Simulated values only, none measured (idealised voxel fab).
Process module heading - voxel wiring stack
Cross-section cut spans 155 nm and uses square cells 5 nm in size.
For the purposes of this document, a cross-section shall be understood as a grid of square cells, specified as bands listed in top-to-bottom order, each band consisting of one or more rows of cells. First you get the band's top height and its bottom height, in nm, and then the materials it's made of, left to right, with each width in nm. If you see a single material with "full width", that one covers the band edge to edge. "blank" is empty space. Note: height 0 marks the level under which the wafer is uniformly one material as received. Lowest band unbounded below, written "0 -> down". It should be noted that a width expressed as "30 to 40" varies in equal increments from row to row of cells within the band, taking the value of the first number at the top row and that of the second number at the bottom row. For the purposes of this document, the phrase "no modification" attached to a step denotes that no cell within the cross-section was modified by that step. The entry "Cavities, sealed" lists the empty spaces that cover at least 8 cells and have no open path to the top. Each is written as width x height at distance, where the distance is measured from the left edge and all three values are in nm. Text after the settings on a step's line: the simulator's own remark on that step. overlay nm: on a step with a mask, how far right of its planned place the mask lay; negative means left.

The planned process steps are enumerated hereunder
1: RECEIVE | material Si
2: CONFORMAL_DEP | material SiO2 | thk nm 15
3: DIRECTIONAL_DEP | material TiN | thk nm 5
4: DIRECTIONAL_DEP | material W | thk nm 20
5: PATTERN | tone cover | mask id METAL_1 | material resist | width nm 20 | pitch nm 50 | thk nm 20 | overlay nm 0
6: DIRECTIONAL_ETCH | etch materials W | depth nm 20
7: DIRECTIONAL_ETCH | etch materials TiN | depth nm 5
8: STRIP | etch materials resist
9: CONFORMAL_DEP | material SiCN | thk nm 5
10: FILL_DEP | material lowk | thk nm 10
11: CMP | height nm 40
12: CONFORMAL_DEP | material SiCN | thk nm 5
13: DIRECTIONAL_DEP | material SiO2 | thk nm 35
14: DIRECTIONAL_DEP | material aC | thk nm 10
15: PATTERN | tone open | mask id METAL_2 | material resist | width nm 20 | pitch nm 50 | thk nm 25 | overlay nm 0
16: DIRECTIONAL_ETCH | etch materials aC | depth nm 10
17: STRIP | etch materials resist
18: DIRECTIONAL_ETCH | etch materials SiO2 | depth nm 20
19: STRIP | etch materials aC
20: PATTERN | tone open | mask id METAL_2_HOLES | material resist | width nm 15 | thk nm 20 | overlay nm 0
21: DIRECTIONAL_ETCH | etch materials SiO2 | depth nm 15
22: DIRECTIONAL_ETCH | etch materials SiCN | depth nm 5
23: STRIP | etch materials resist
24: CONFORMAL_DEP | material TiN | thk nm 5
25: FILL_DEP | material Cu | thk nm 10
26: CMP | height nm 80
27: CONFORMAL_DEP | material SiN | thk nm 5

First out of two wafers; run went to plan

Shown in cross-section is the wafer as received, that is, as it stands after step 1
	0 -> down | Si full width
	Cavities, sealed: none

Step 2 done - wafer cross-section
	15 -> 0 | SiO2 full width
	All layers under 0 are left as they were.

Step 3 done - wafer cross-section
	20 -> 15 | TiN full width
	All layers under 15 are left as they were.

Step 4 done - wafer cross-section
	40 -> 20 | W full width
	All layers under 20 are left as they were.

Step 5 done - wafer cross-section
	60 -> 40 | blank: 40 / resist: 20 / blank: 30 / resist: 20 / blank: 45
	All layers under 40 are left as they were.

Step 6 done - wafer cross-section
	60 -> 40 | blank: 40 / resist: 20 / blank: 30 / resist: 20 / blank: 45
	40 -> 20 | blank: 40 / W: 20 / blank: 30 / W: 20 / blank: 45
	All layers under 20 are left as they were.

Step 7 done - wafer cross-section
	60 -> 40 | blank: 40 / resist: 20 / blank: 30 / resist: 20 / blank: 45
	40 -> 20 | blank: 40 / W: 20 / blank: 30 / W: 20 / blank: 45
	20 -> 15 | blank: 40 / TiN: 20 / blank: 30 / TiN: 20 / blank: 45
	All layers under 15 are left as they were.

Step 8 done - wafer cross-section
	40 -> 20 | blank: 40 / W: 20 / blank: 30 / W: 20 / blank: 45
	All layers under 20 are left as they were.

Step 9 done - wafer cross-section
	45 -> 40 | blank: 35 / SiCN: 30 / blank: 20 / SiCN: 30 / blank: 40
	40 -> 20 | blank: 35 / SiCN: 5 / W: 20 / SiCN: 5 / blank: 20 / SiCN: 5 / W: 20 / SiCN: 5 / blank: 40
	20 -> 15 | SiCN: 40 / TiN: 20 / SiCN: 30 / TiN: 20 / SiCN: 45
	All layers under 15 are left as they were.

Step 10 done - wafer cross-section
	55 -> 45 | lowk full width
	45 -> 40 | lowk: 35 / SiCN: 30 / lowk: 20 / SiCN: 30 / lowk: 40
	40 -> 20 | lowk: 35 / SiCN: 5 / W: 20 / SiCN: 5 / lowk: 20 / SiCN: 5 / W: 20 / SiCN: 5 / lowk: 40
	All layers under 20 are left as they were.

Step 11 done - wafer cross-section
	40 -> 20 | lowk: 35 / SiCN: 5 / W: 20 / SiCN: 5 / lowk: 20 / SiCN: 5 / W: 20 / SiCN: 5 / lowk: 40
	All layers under 20 are left as they were.

Step 12 done - wafer cross-section
	45 -> 40 | SiCN full width
	All layers under 40 are left as they were.

Step 13 done - wafer cross-section
	80 -> 45 | SiO2 full width
	All layers under 45 are left as they were.

Step 14 done - wafer cross-section
	90 -> 80 | aC full width
	All layers under 80 are left as they were.

Step 15 done - wafer cross-section
	115 -> 90 | resist: 40 / blank: 20 / resist: 30 / blank: 20 / resist: 45
	All layers under 90 are left as they were.

Step 16 done - wafer cross-section
	105 -> 90 | resist: 40 / blank: 20 / resist: 30 / blank: 20 / resist: 45
	90 -> 80 | aC: 40 / blank: 20 / aC: 30 / blank: 20 / aC: 45
	All layers under 80 are left as they were.

Step 17 done - wafer cross-section
	90 -> 80 | aC: 40 / blank: 20 / aC: 30 / blank: 20 / aC: 45
	All layers under 80 are left as they were.

Step 18 done - wafer cross-section
	90 -> 80 | aC: 40 / blank: 20 / aC: 30 / blank: 20 / aC: 45
	80 -> 60 | SiO2: 40 / blank: 20 / SiO2: 30 / blank: 20 / SiO2: 45
	All layers under 60 are left as they were.

Step 19 done - wafer cross-section
	80 -> 60 | SiO2: 40 / blank: 20 / SiO2: 30 / blank: 20 / SiO2: 45
	All layers under 60 are left as they were.

Step 20 done - wafer cross-section
	100 -> 80 | resist: 40 / blank: 15 / resist: 100
	80 -> 60 | SiO2: 40 / blank: 15 / resist: 5 / SiO2: 30 / resist: 20 / SiO2: 45
	All layers under 60 are left as they were.

Step 21 done - wafer cross-section
	100 -> 80 | resist: 40 / blank: 15 / resist: 100
	80 -> 60 | SiO2: 40 / blank: 15 / resist: 5 / SiO2: 30 / resist: 20 / SiO2: 45
	60 -> 45 | SiO2: 40 / blank: 15 / SiO2: 100
	All layers under 45 are left as they were.

Step 22 done - wafer cross-section
	100 -> 80 | resist: 40 / blank: 15 / resist: 100
	80 -> 60 | SiO2: 40 / blank: 15 / resist: 5 / SiO2: 30 / resist: 20 / SiO2: 45
	60 -> 45 | SiO2: 40 / blank: 15 / SiO2: 100
	45 -> 40 | SiCN: 40 / blank: 15 / SiCN: 100
	All layers under 40 are left as they were.

Step 23 done - wafer cross-section
	80 -> 60 | SiO2: 40 / blank: 20 / SiO2: 30 / blank: 20 / SiO2: 45
	All layers under 60 are left as they were.

Step 24 done - wafer cross-section
	85 -> 80 | TiN: 45 / blank: 10 / TiN: 40 / blank: 10 / TiN: 50
	80 -> 65 | SiO2: 40 / TiN: 5 / blank: 10 / TiN: 5 / SiO2: 30 / TiN: 5 / blank: 10 / TiN: 5 / SiO2: 45
	65 -> 60 | SiO2: 40 / TiN: 5 / blank: 5 / TiN: 10 / SiO2: 30 / TiN: 20 / SiO2: 45
	60 -> 45 | SiO2: 40 / TiN: 5 / blank: 5 / TiN: 5 / SiO2: 100
	45 -> 40 | SiCN: 40 / TiN: 15 / SiCN: 100
	All layers under 40 are left as they were.

Step 25 done - wafer cross-section
	95 -> 85 | Cu full width
	85 -> 80 | TiN: 45 / Cu: 10 / TiN: 40 / Cu: 10 / TiN: 50
	80 -> 65 | SiO2: 40 / TiN: 5 / Cu: 10 / TiN: 5 / SiO2: 30 / TiN: 5 / Cu: 10 / TiN: 5 / SiO2: 45
	65 -> 60 | SiO2: 40 / TiN: 5 / Cu: 5 / TiN: 10 / SiO2: 30 / TiN: 20 / SiO2: 45
	60 -> 45 | SiO2: 40 / TiN: 5 / Cu: 5 / TiN: 5 / SiO2: 100
	All layers under 45 are left as they were.

Step 26 done - wafer cross-section
	80 -> 65 | SiO2: 40 / TiN: 5 / Cu: 10 / TiN: 5 / SiO2: 30 / TiN: 5 / Cu: 10 / TiN: 5 / SiO2: 45
	All layers under 65 are left as they were.

Step 27 done - wafer cross-section
	85 -> 80 | SiN full width
	All layers under 80 are left as they were.

Now the other wafer: same start, same recipe, but we messed up one thing when running it. Up to and including step 2 it's the same as the first one

Cross-section of the second wafer corresponding to the planned conclusion of step 3: no modification

Cross-section of the second wafer corresponding to the planned conclusion of step 4
	35 -> 15 | W full width
	All layers under 15 are left as they were.

Cross-section of the second wafer corresponding to the planned conclusion of step 5
	55 -> 35 | blank: 40 / resist: 20 / blank: 30 / resist: 20 / blank: 45
	All layers under 35 are left as they were.

Cross-section of the second wafer corresponding to the planned conclusion of step 6
	55 -> 35 | blank: 40 / resist: 20 / blank: 30 / resist: 20 / blank: 45
	35 -> 15 | blank: 40 / W: 20 / blank: 30 / W: 20 / blank: 45
	All layers under 15 are left as they were.

Cross-section of the second wafer corresponding to the planned conclusion of step 7: no modification

Cross-section of the second wafer corresponding to the planned conclusion of step 8
	35 -> 15 | blank: 40 / W: 20 / blank: 30 / W: 20 / blank: 45
	All layers under 15 are left as they were.

Cross-section of the second wafer corresponding to the planned conclusion of step 9
	40 -> 35 | blank: 35 / SiCN: 30 / blank: 20 / SiCN: 30 / blank: 40
	35 -> 20 | blank: 35 / SiCN: 5 / W: 20 / SiCN: 5 / blank: 20 / SiCN: 5 / W: 20 / SiCN: 5 / blank: 40
	20 -> 15 | SiCN: 40 / W: 20 / SiCN: 30 / W: 20 / SiCN: 45
	All layers under 15 are left as they were.

Cross-section of the second wafer corresponding to the planned conclusion of step 10
	50 -> 40 | lowk full width
	40 -> 35 | lowk: 35 / SiCN: 30 / lowk: 20 / SiCN: 30 / lowk: 40
	35 -> 20 | lowk: 35 / SiCN: 5 / W: 20 / SiCN: 5 / lowk: 20 / SiCN: 5 / W: 20 / SiCN: 5 / lowk: 40
	All layers under 20 are left as they were.

Cross-section of the second wafer corresponding to the planned conclusion of step 11
	40 -> 35 | lowk: 35 / SiCN: 30 / lowk: 20 / SiCN: 30 / lowk: 40
	All layers under 35 are left as they were.

Cross-section of the second wafer corresponding to the planned conclusion of step 12
	45 -> 40 | SiCN full width
	All layers under 40 are left as they were.

Cross-section of the second wafer corresponding to the planned conclusion of step 13
	80 -> 45 | SiO2 full width
	All layers under 45 are left as they were.

Cross-section of the second wafer corresponding to the planned conclusion of step 14
	90 -> 80 | aC full width
	All layers under 80 are left as they were.

Cross-section of the second wafer corresponding to the planned conclusion of step 15
	115 -> 90 | resist: 40 / blank: 20 / resist: 30 / blank: 20 / resist: 45
	All layers under 90 are left as they were.

Cross-section of the second wafer corresponding to the planned conclusion of step 16
	105 -> 90 | resist: 40 / blank: 20 / resist: 30 / blank: 20 / resist: 45
	90 -> 80 | aC: 40 / blank: 20 / aC: 30 / blank: 20 / aC: 45
	All layers under 80 are left as they were.

Cross-section of the second wafer corresponding to the planned conclusion of step 17
	90 -> 80 | aC: 40 / blank: 20 / aC: 30 / blank: 20 / aC: 45
	All layers under 80 are left as they were.

Cross-section of the second wafer corresponding to the planned conclusion of step 18
	90 -> 80 | aC: 40 / blank: 20 / aC: 30 / blank: 20 / aC: 45
	80 -> 60 | SiO2: 40 / blank: 20 / SiO2: 30 / blank: 20 / SiO2: 45
	All layers under 60 are left as they were.

Cross-section of the second wafer corresponding to the planned conclusion of step 19
	80 -> 60 | SiO2: 40 / blank: 20 / SiO2: 30 / blank: 20 / SiO2: 45
	All layers under 60 are left as they were.

Cross-section of the second wafer corresponding to the planned conclusion of step 20
	100 -> 80 | resist: 40 / blank: 15 / resist: 100
	80 -> 60 | SiO2: 40 / blank: 15 / resist: 5 / SiO2: 30 / resist: 20 / SiO2: 45
	All layers under 60 are left as they were.

Cross-section of the second wafer corresponding to the planned conclusion of step 21
	100 -> 80 | resist: 40 / blank: 15 / resist: 100
	80 -> 60 | SiO2: 40 / blank: 15 / resist: 5 / SiO2: 30 / resist: 20 / SiO2: 45
	60 -> 45 | SiO2: 40 / blank: 15 / SiO2: 100
	All layers under 45 are left as they were.

Cross-section of the second wafer corresponding to the planned conclusion of step 22
	100 -> 80 | resist: 40 / blank: 15 / resist: 100
	80 -> 60 | SiO2: 40 / blank: 15 / resist: 5 / SiO2: 30 / resist: 20 / SiO2: 45
	60 -> 45 | SiO2: 40 / blank: 15 / SiO2: 100
	45 -> 40 | SiCN: 40 / blank: 15 / SiCN: 100
	All layers under 40 are left as they were.

Cross-section of the second wafer corresponding to the planned conclusion of step 23
	80 -> 60 | SiO2: 40 / blank: 20 / SiO2: 30 / blank: 20 / SiO2: 45
	All layers under 60 are left as they were.

Cross-section of the second wafer corresponding to the planned conclusion of step 24
	85 -> 80 | TiN: 45 / blank: 10 / TiN: 40 / blank: 10 / TiN: 50
	80 -> 65 | SiO2: 40 / TiN: 5 / blank: 10 / TiN: 5 / SiO2: 30 / TiN: 5 / blank: 10 / TiN: 5 / SiO2: 45
	65 -> 60 | SiO2: 40 / TiN: 5 / blank: 5 / TiN: 10 / SiO2: 30 / TiN: 20 / SiO2: 45
	60 -> 45 | SiO2: 40 / TiN: 5 / blank: 5 / TiN: 5 / SiO2: 100
	45 -> 40 | SiCN: 40 / TiN: 15 / SiCN: 100
	All layers under 40 are left as they were.

Cross-section of the second wafer corresponding to the planned conclusion of step 25
	95 -> 85 | Cu full width
	85 -> 80 | TiN: 45 / Cu: 10 / TiN: 40 / Cu: 10 / TiN: 50
	80 -> 65 | SiO2: 40 / TiN: 5 / Cu: 10 / TiN: 5 / SiO2: 30 / TiN: 5 / Cu: 10 / TiN: 5 / SiO2: 45
	65 -> 60 | SiO2: 40 / TiN: 5 / Cu: 5 / TiN: 10 / SiO2: 30 / TiN: 20 / SiO2: 45
	60 -> 45 | SiO2: 40 / TiN: 5 / Cu: 5 / TiN: 5 / SiO2: 100
	All layers under 45 are left as they were.

Cross-section of the second wafer corresponding to the planned conclusion of step 26
	80 -> 65 | SiO2: 40 / TiN: 5 / Cu: 10 / TiN: 5 / SiO2: 30 / TiN: 5 / Cu: 10 / TiN: 5 / SiO2: 45
	All layers under 65 are left as they were.

Cross-section of the second wafer corresponding to the planned conclusion of step 27
	85 -> 80 | SiN full width
	All layers under 80 are left as they were.
So what did we get wrong on this run? with respect to the plan, step 3 was omitted and not executed
Final wafer comparison in cells, second versus first, more or fewer per material: SiCN +8, TiN -8
